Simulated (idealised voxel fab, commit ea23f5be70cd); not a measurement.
process module | voxel fin reveal
cross-section cut | 260 nm wide | cells 5 nm
A cross-section is a grid of square cells, given in bands from the top down. A band is one or more rows of cells.
Each band's line starts with the height of the band's top and of its bottom, in nm. Then come its materials from left to right, each with its width in nm. One material with "throughout" fills the band from edge to edge. "air" is empty space.
Height 0 is the level under which the wafer as received is all one material. The lowest band goes on downwards, as in "0 down".
A width such as "30 to 40" changes by the same amount from each row of cells to the next, from the band's top row to its bottom row.
"no change" after a step means that no cell of the cross-section changed.
closed voids: empty space of 8 cells or more with no open way to the top, each as width x height at its distance from the left edge, in nm
after a step's settings: what the simulator itself notes on the step
overlay nm, on a step with a mask: how far to the right of its planned place the mask lay; to the left if negative
plan
1 op RECEIVE | material Si
2 op CONFORMAL_DEP | material SiN | thk nm 5
3 op DIRECTIONAL_DEP | material aC | thk nm 10
4 op PATTERN | tone cover | mask id FINS | material resist | width nm 15 | pitch nm 35 | thk nm 25 | overlay nm 0
5 op DIRECTIONAL_ETCH | etch materials aC | depth nm 10
6 op STRIP | etch materials resist
7 op DIRECTIONAL_ETCH | etch materials SiN | depth nm 5
8 op DIRECTIONAL_ETCH | etch materials Si | depth nm 35
9 op STRIP | etch materials aC
10 op FILL_DEP | material SiO2 | thk nm 5
11 op CMP | height nm 5
12 op SELECTIVE_ETCH | etch materials SiO2 | depth nm 25
13 op STRIP | etch materials SiN
14 op CONFORMAL_DEP | material HfO2 | thk nm 5
first wafer, as planned
as received, after step 1
  0 down: Si throughout
  closed voids: none
after step 2
  5 to 0: SiN throughout
  below 0: unchanged
after step 3
  15 to 5: aC throughout
  below 5: unchanged
after step 4
  40 to 15: air 70 | resist 15 | air 20 | resist 15 | air 20 | resist 15 | air 20 | resist 15 | air 70
  below 15: unchanged
after step 5
  30 to 15: air 70 | resist 15 | air 20 | resist 15 | air 20 | resist 15 | air 20 | resist 15 | air 70
  15 to 5: air 70 | aC 15 | air 20 | aC 15 | air 20 | aC 15 | air 20 | aC 15 | air 70
  below 5: unchanged
after step 6
  15 to 5: air 70 | aC 15 | air 20 | aC 15 | air 20 | aC 15 | air 20 | aC 15 | air 70
  below 5: unchanged
after step 7
  15 to 5: air 70 | aC 15 | air 20 | aC 15 | air 20 | aC 15 | air 20 | aC 15 | air 70
  5 to 0: air 70 | SiN 15 | air 20 | SiN 15 | air 20 | SiN 15 | air 20 | SiN 15 | air 70
  below 0: unchanged
after step 8
  15 to 5: air 70 | aC 15 | air 20 | aC 15 | air 20 | aC 15 | air 20 | aC 15 | air 70
  5 to 0: air 70 | SiN 15 | air 20 | SiN 15 | air 20 | SiN 15 | air 20 | SiN 15 | air 70
  0 to -35: air 70 | Si 15 | air 20 | Si 15 | air 20 | Si 15 | air 20 | Si 15 | air 70
  below -35: unchanged
after step 9
  5 to 0: air 70 | SiN 15 | air 20 | SiN 15 | air 20 | SiN 15 | air 20 | SiN 15 | air 70
  below 0: unchanged
after step 10
  10 to 5: SiO2 throughout
  5 to 0: SiO2 70 | SiN 15 | SiO2 20 | SiN 15 | SiO2 20 | SiN 15 | SiO2 20 | SiN 15 | SiO2 70
  0 to -35: SiO2 70 | Si 15 | SiO2 20 | Si 15 | SiO2 20 | Si 15 | SiO2 20 | Si 15 | SiO2 70
  below -35: unchanged
after step 11
  5 to 0: SiO2 70 | SiN 15 | SiO2 20 | SiN 15 | SiO2 20 | SiN 15 | SiO2 20 | SiN 15 | SiO2 70
  below 0: unchanged
after step 12
  5 to 0: air 70 | SiN 15 | air 20 | SiN 15 | air 20 | SiN 15 | air 20 | SiN 15 | air 70
  0 to -20: air 70 | Si 15 | air 20 | Si 15 | air 20 | Si 15 | air 20 | Si 15 | air 70
  below -20: unchanged
after step 13
  0 to -20: air 70 | Si 15 | air 20 | Si 15 | air 20 | Si 15 | air 20 | Si 15 | air 70
  below -20: unchanged
after step 14
  5 to 0: air 65 | HfO2 25 | air 10 | HfO2 25 | air 10 | HfO2 25 | air 10 | HfO2 25 | air 65
  0 to -15: air 65 | HfO2 5 | Si 15 | HfO2 5 | air 10 | HfO2 5 | Si 15 | HfO2 5 | air 10 | HfO2 5 | Si 15 | HfO2 5 | air 10 | HfO2 5 | Si 15 | HfO2 5 | air 65
  -15 to -20: HfO2 70 | Si 15 | HfO2 20 | Si 15 | HfO2 20 | Si 15 | HfO2 20 | Si 15 | HfO2 70
  below -20: unchanged
second wafer: like start, like plan, one mistake. Through step 7 it matches the first wafer
when step 8 should have ended
  15 to 5: air 70 | aC 15 | air 20 | aC 15 | air 20 | aC 15 | air 20 | aC 15 | air 70
  5 to 0: air 70 | SiN 15 | air 20 | SiN 15 | air 20 | SiN 15 | air 20 | SiN 15 | air 70
  0 to -70: air 70 | Si 15 | air 20 | Si 15 | air 20 | Si 15 | air 20 | Si 15 | air 70
  below -70: unchanged
when step 9 should have ended
  5 to 0: air 70 | SiN 15 | air 20 | SiN 15 | air 20 | SiN 15 | air 20 | SiN 15 | air 70
  below 0: unchanged
when step 10 should have ended
  10 to 5: SiO2 throughout
  5 to 0: SiO2 70 | SiN 15 | SiO2 20 | SiN 15 | SiO2 20 | SiN 15 | SiO2 20 | SiN 15 | SiO2 70
  0 to -70: SiO2 70 | Si 15 | SiO2 20 | Si 15 | SiO2 20 | Si 15 | SiO2 20 | Si 15 | SiO2 70
  below -70: unchanged
when step 11 should have ended
  5 to 0: SiO2 70 | SiN 15 | SiO2 20 | SiN 15 | SiO2 20 | SiN 15 | SiO2 20 | SiN 15 | SiO2 70
  below 0: unchanged
when step 12 should have ended
  5 to 0: air 70 | SiN 15 | air 20 | SiN 15 | air 20 | SiN 15 | air 20 | SiN 15 | air 70
  0 to -20: air 70 | Si 15 | air 20 | Si 15 | air 20 | Si 15 | air 20 | Si 15 | air 70
  below -20: unchanged
when step 13 should have ended
  0 to -20: air 70 | Si 15 | air 20 | Si 15 | air 20 | Si 15 | air 20 | Si 15 | air 70
  below -20: unchanged
when step 14 should have ended
  5 to 0: air 65 | HfO2 25 | air 10 | HfO2 25 | air 10 | HfO2 25 | air 10 | HfO2 25 | air 65
  0 to -15: air 65 | HfO2 5 | Si 15 | HfO2 5 | air 10 | HfO2 5 | Si 15 | HfO2 5 | air 10 | HfO2 5 | Si 15 | HfO2 5 | air 10 | HfO2 5 | Si 15 | HfO2 5 | air 65
  -15 to -20: HfO2 70 | Si 15 | HfO2 20 | Si 15 | HfO2 20 | Si 15 | HfO2 20 | Si 15 | HfO2 70
  below -20: unchanged
what went wrong: step 8 was run twice
at the end the second wafer has, in cells: 280 fewer of Si | 280 more of SiO2
